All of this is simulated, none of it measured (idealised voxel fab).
process module | voxel wiring stack
cross-section cut | 250 nm wide | cells 5 nm
A cross-section is a grid of square cells, given in bands from the top down. A band is one or more rows of cells.
Each band's line starts with the height of the band's top and of its bottom, in nm. Then come its materials from left to right, each with its width in nm. One material with "throughout" fills the band from edge to edge. "air" is empty space.
Height 0 is the level under which the wafer as received is all one material. The lowest band goes on downwards, as in "0 down".
A width such as "30 to 40" changes by the same amount from each row of cells to the next, from the band's top row to its bottom row.
"no change" after a step means that no cell of the cross-section changed.
closed voids: empty space of 8 cells or more with no open way to the top, each as width x height at its distance from the left edge, in nm
after a step's settings: what the simulator itself notes on the step
overlay nm, on a step with a mask: how far to the right of its planned place the mask lay; to the left if negative
plan
1 op RECEIVE | material Si
2 op CONFORMAL_DEP | material SiO2 | thk nm 10
3 op DIRECTIONAL_DEP | material TiN | thk nm 5
4 op DIRECTIONAL_DEP | material Ru | thk nm 15
5 op DIRECTIONAL_DEP | material aC | thk nm 10
6 op PATTERN | tone cover | mask id METAL_1 | material resist | width nm 30 | pitch nm 50 | thk nm 25 | overlay nm 0
7 op DIRECTIONAL_ETCH | etch materials aC | depth nm 10
8 op STRIP | etch materials resist
9 op DIRECTIONAL_ETCH | etch materials Ru | depth nm 15
10 op DIRECTIONAL_ETCH | etch materials TiN | depth nm 5
11 op STRIP | etch materials aC
12 op FILL_DEP | material SiO2 | thk nm 5
13 op CMP | height nm 30
14 op CONFORMAL_DEP | material SiCN | thk nm 5
15 op DIRECTIONAL_DEP | material lowk | thk nm 30
16 op MASKED_ETCH | tone open | mask id METAL_2 | width nm 30 | pitch nm 50 | etch materials lowk | depth nm 20 | overlay nm 0
17 op MASKED_ETCH | tone open | mask id METAL_2_HOLES | width nm 15 | pitch nm 100 | etch materials lowk | depth nm 10 | overlay nm 0
18 op MASKED_ETCH | tone open | mask id METAL_2_HOLES | width nm 15 | pitch nm 100 | etch materials SiCN | depth nm 5 | overlay nm 0
19 op CONFORMAL_DEP | material TiN | thk nm 5
20 op FILL_DEP | material Ru | thk nm 5
21 op CMP | height nm 65
22 op CONFORMAL_DEP | material SiCN | thk nm 5
23 op DIRECTIONAL_DEP | material lowk | thk nm 10
24 op PATTERN | tone open | mask id PLUG_2 | material resist | width nm 15 | pitch nm 50 | thk nm 20 | overlay nm 0
25 op DIRECTIONAL_ETCH | etch materials lowk | depth nm 10
26 op DIRECTIONAL_ETCH | etch materials SiCN | depth nm 5
27 op STRIP | etch materials resist
28 op EPI | material Ru | thk nm 10
29 op EPI | material Ru | thk nm 5
30 op CONFORMAL_DEP | material SiCN | thk nm 5
31 op DIRECTIONAL_DEP | material SiO2 | thk nm 25
32 op PATTERN | tone open | mask id METAL_3 | material resist | width nm 30 | pitch nm 50 | thk nm 15 | overlay nm 0
33 op DIRECTIONAL_ETCH | etch materials SiO2 | depth nm 25
34 op DIRECTIONAL_ETCH | etch materials SiCN | depth nm 5
35 op STRIP | etch materials resist
36 op CONFORMAL_DEP | material TiN | thk nm 5
37 op FILL_DEP | material Ru | thk nm 5
38 op CMP | height nm 110
39 op CONFORMAL_DEP | material SiN | thk nm 5
as received, after step 1
  0 down: Si throughout
  closed voids: none
a wafer at the end: this start, this plan, one mistake
  115 to 110: SiN throughout
  110 to 85: SiO2 65 | TiN 5 | Ru 10 | TiN 5 | SiO2 30 | TiN 5 | Ru 10 | TiN 5 | SiO2 30 | TiN 5 | Ru 10 | TiN 5 | SiO2 65
  85 to 80: SiCN 65 | TiN 20 | SiCN 30 | TiN 20 | SiCN 30 | TiN 20 | SiCN 65
  80 to 70: lowk 60 | Ru 15 | lowk 35 | Ru 15 | lowk 35 | Ru 15 | lowk 75
  70 to 65: SiCN 60 | Ru 15 | SiCN 35 | Ru 15 | SiCN 35 | Ru 15 | SiCN 75
  65 to 50: lowk 60 | TiN 5 | Ru 20 | TiN 5 | lowk 20 | TiN 5 | Ru 20 | TiN 5 | lowk 20 | TiN 5 | Ru 20 | TiN 5 | lowk 60
  50 to 45: lowk 60 | TiN 5 | Ru 5 | TiN 20 | lowk 20 | TiN 30 | lowk 20 | TiN 5 | Ru 5 | TiN 20 | lowk 60
  45 to 35: lowk 60 | TiN 5 | Ru 5 | TiN 5 | lowk 85 | TiN 5 | Ru 5 | TiN 5 | lowk 75
  35 to 30: SiCN 60 | TiN 15 | SiCN 85 | TiN 15 | SiCN 75
  30 to 15: SiO2 60 | Ru 30 | SiO2 20 | Ru 30 | SiO2 20 | Ru 30 | SiO2 60
  15 to 10: SiO2 60 | TiN 30 | SiO2 20 | TiN 30 | SiO2 20 | TiN 30 | SiO2 60
  10 to 0: SiO2 throughout
  0 down: Si throughout
  closed voids: none
what went wrong: step 32 ran as: op PATTERN | tone open | mask id METAL_3 | material resist | width nm 20 | pitch nm 50 | thk nm 15 | overlay nm 0
